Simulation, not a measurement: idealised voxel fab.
Process module, titled voxel fin reveal
Section cut is 270 nm wide and gridded with 5 nm square cells.
Cross-sections here: square-cell grids, written as top-down lists of bands, a band being one or more rows of cells. The band entry comprises the height of the band's top followed by the height of its bottom, expressed in nm, and subsequently the band's materials from left to right, each stated together with its width in nm. Where a single material is marked with the word "edge to edge", that material fills the band from edge to edge. The word "empty" represents empty space. Basically, 0 is our baseline, since under it the wafer straight out of the box is all one material. The bottom band has no lower end and keeps on going down, so it looks like "from 0 down". A two-number width, for instance "30 to 40", indicates that the width is equal to the first number in the top row of the band and to the second number in the bottom row, and that it changes by a constant amount per row of cells. "left unchanged", as given for a step, is the statement that not any cell of the cross-section underwent a change during that step. Empty spaces counting at least 8 cells and having no open way to the top are listed in "Closed void register". The notation width x height at distance is used for each, the distance being from the left edge and all three values in nm. On a step's line, text after the settings is the simulator commenting on that step. On any step carrying a mask, the "overlay nm" setting, if present on the step's line, tells how far right of its planned place the mask lay; negative values point to the left.

Planned step list for the process:
1. RECEIVE with material Si
2. CONFORMAL_DEP with material SiN, thk nm 10
3. PATTERN with tone cover, mask id FINS, material resist, width nm 15, pitch nm 45, thk nm 20, overlay nm 0
4. DIRECTIONAL_ETCH with etch materials SiN, depth nm 10
5. DIRECTIONAL_ETCH with etch materials Si, depth nm 40
6. STRIP with etch materials resist
7. OXIDIZE with depth nm 5
8. FILL_DEP with material SiO2, thk nm 15
9. CMP with height nm 10
10. SELECTIVE_ETCH with etch materials SiO2, depth nm 40
11. STRIP with etch materials SiN
12. CONFORMAL_DEP with material SiO2, thk nm 5

First wafer, two in total, run as planned:

Wafer as received: cross-section following step 1:
	from 0 down  Si edge to edge
	Closed void register: none

Step 2 done - wafer cross-section:
	from 10 to 0  SiN edge to edge
	Whatever lies below 0 is exactly as it was before.

Step 3 done - wafer cross-section:
	from 30 to 10  empty=105, resist=15, empty=30, resist=15, empty=105
	Whatever lies below 10 is exactly as it was before.

Step 4 done - wafer cross-section:
	from 30 to 10  empty=105, resist=15, empty=30, resist=15, empty=105
	from 10 to 0  empty=105, SiN=15, empty=30, SiN=15, empty=105
	Whatever lies below 0 is exactly as it was before.

Step 5 done - wafer cross-section:
	from 30 to 10  empty=105, resist=15, empty=30, resist=15, empty=105
	from 10 to 0  empty=105, SiN=15, empty=30, SiN=15, empty=105
	from 0 to -40  empty=105, Si=15, empty=30, Si=15, empty=105
	Whatever lies below -40 is exactly as it was before.

Step 6 done - wafer cross-section:
	from 10 to 0  empty=105, SiN=15, empty=30, SiN=15, empty=105
	Whatever lies below 0 is exactly as it was before.

Step 7 done - wafer cross-section:
	from 10 to 0  empty=105, SiN=15, empty=30, SiN=15, empty=105
	from 0 to -40  empty=105, SiO2=5, Si=5, SiO2=5, empty=30, SiO2=5, Si=5, SiO2=5, empty=105
	from -40 to -45  SiO2=110, Si=5, SiO2=40, Si=5, SiO2=110
	Whatever lies below -45 is exactly as it was before.

Step 8 done - wafer cross-section:
	from 25 to 10  SiO2 edge to edge
	from 10 to 0  SiO2=105, SiN=15, SiO2=30, SiN=15, SiO2=105
	from 0 to -45  SiO2=110, Si=5, SiO2=40, Si=5, SiO2=110
	Whatever lies below -45 is exactly as it was before.

Step 9 done - wafer cross-section:
	from 10 to 0  SiO2=105, SiN=15, SiO2=30, SiN=15, SiO2=105
	Whatever lies below 0 is exactly as it was before.

Step 10 done - wafer cross-section:
	from 10 to 0  empty=105, SiN=15, empty=30, SiN=15, empty=105
	from 0 to -30  empty=110, Si=5, empty=40, Si=5, empty=110
	Whatever lies below -30 is exactly as it was before.

Step 11 done - wafer cross-section:
	from 0 to -30  empty=110, Si=5, empty=40, Si=5, empty=110
	Whatever lies below -30 is exactly as it was before.

Step 12 done - wafer cross-section:
	from 5 to 0  empty=105, SiO2=15, empty=30, SiO2=15, empty=105
	from 0 to -25  empty=105, SiO2=5, Si=5, SiO2=5, empty=30, SiO2=5, Si=5, SiO2=5, empty=105
	from -25 to -45  SiO2=110, Si=5, SiO2=40, Si=5, SiO2=110
	Whatever lies below -45 is exactly as it was before.

Second wafer: same start and same plan as the first, one execution error; identical to the first through step 2:

Cross-section, second wafer, at the end time the plan gives for step 3:
	from 30 to 10  empty=95, resist=15, empty=30, resist=15, empty=115
	Whatever lies below 10 is exactly as it was before.

Cross-section, second wafer, at the end time the plan gives for step 4:
	from 30 to 10  empty=95, resist=15, empty=30, resist=15, empty=115
	from 10 to 0  empty=95, SiN=15, empty=30, SiN=15, empty=115
	Whatever lies below 0 is exactly as it was before.

Cross-section, second wafer, at the end time the plan gives for step 5:
	from 30 to 10  empty=95, resist=15, empty=30, resist=15, empty=115
	from 10 to 0  empty=95, SiN=15, empty=30, SiN=15, empty=115
	from 0 to -40  empty=95, Si=15, empty=30, Si=15, empty=115
	Whatever lies below -40 is exactly as it was before.

Cross-section, second wafer, at the end time the plan gives for step 6:
	from 10 to 0  empty=95, SiN=15, empty=30, SiN=15, empty=115
	Whatever lies below 0 is exactly as it was before.

Cross-section, second wafer, at the end time the plan gives for step 7:
	from 10 to 0  empty=95, SiN=15, empty=30, SiN=15, empty=115
	from 0 to -40  empty=95, SiO2=5, Si=5, SiO2=5, empty=30, SiO2=5, Si=5, SiO2=5, empty=115
	from -40 to -45  SiO2=100, Si=5, SiO2=40, Si=5, SiO2=120
	Whatever lies below -45 is exactly as it was before.

Cross-section, second wafer, at the end time the plan gives for step 8:
	from 25 to 10  SiO2 edge to edge
	from 10 to 0  SiO2=95, SiN=15, SiO2=30, SiN=15, SiO2=115
	from 0 to -45  SiO2=100, Si=5, SiO2=40, Si=5, SiO2=120
	Whatever lies below -45 is exactly as it was before.

Cross-section, second wafer, at the end time the plan gives for step 9:
	from 10 to 0  SiO2=95, SiN=15, SiO2=30, SiN=15, SiO2=115
	Whatever lies below 0 is exactly as it was before.

Cross-section, second wafer, at the end time the plan gives for step 10:
	from 10 to 0  empty=95, SiN=15, empty=30, SiN=15, empty=115
	from 0 to -30  empty=100, Si=5, empty=40, Si=5, empty=120
	Whatever lies below -30 is exactly as it was before.

Cross-section, second wafer, at the end time the plan gives for step 11:
	from 0 to -30  empty=100, Si=5, empty=40, Si=5, empty=120
	Whatever lies below -30 is exactly as it was before.

Cross-section, second wafer, at the end time the plan gives for step 12:
	from 5 to 0  empty=95, SiO2=15, empty=30, SiO2=15, empty=115
	from 0 to -25  empty=95, SiO2=5, Si=5, SiO2=5, empty=30, SiO2=5, Si=5, SiO2=5, empty=115
	from -25 to -45  SiO2=100, Si=5, SiO2=40, Si=5, SiO2=120
	Whatever lies below -45 is exactly as it was before.
Want to know what went wrong? step 3 deviated from plan and actually ran as PATTERN with tone cover, mask id FINS, material resist, width nm 15, pitch nm 45, thk nm 20, overlay nm -10
The concluding comparison shows that, measured in cells, each material is equally abundant on both wafers, albeit at different positions.
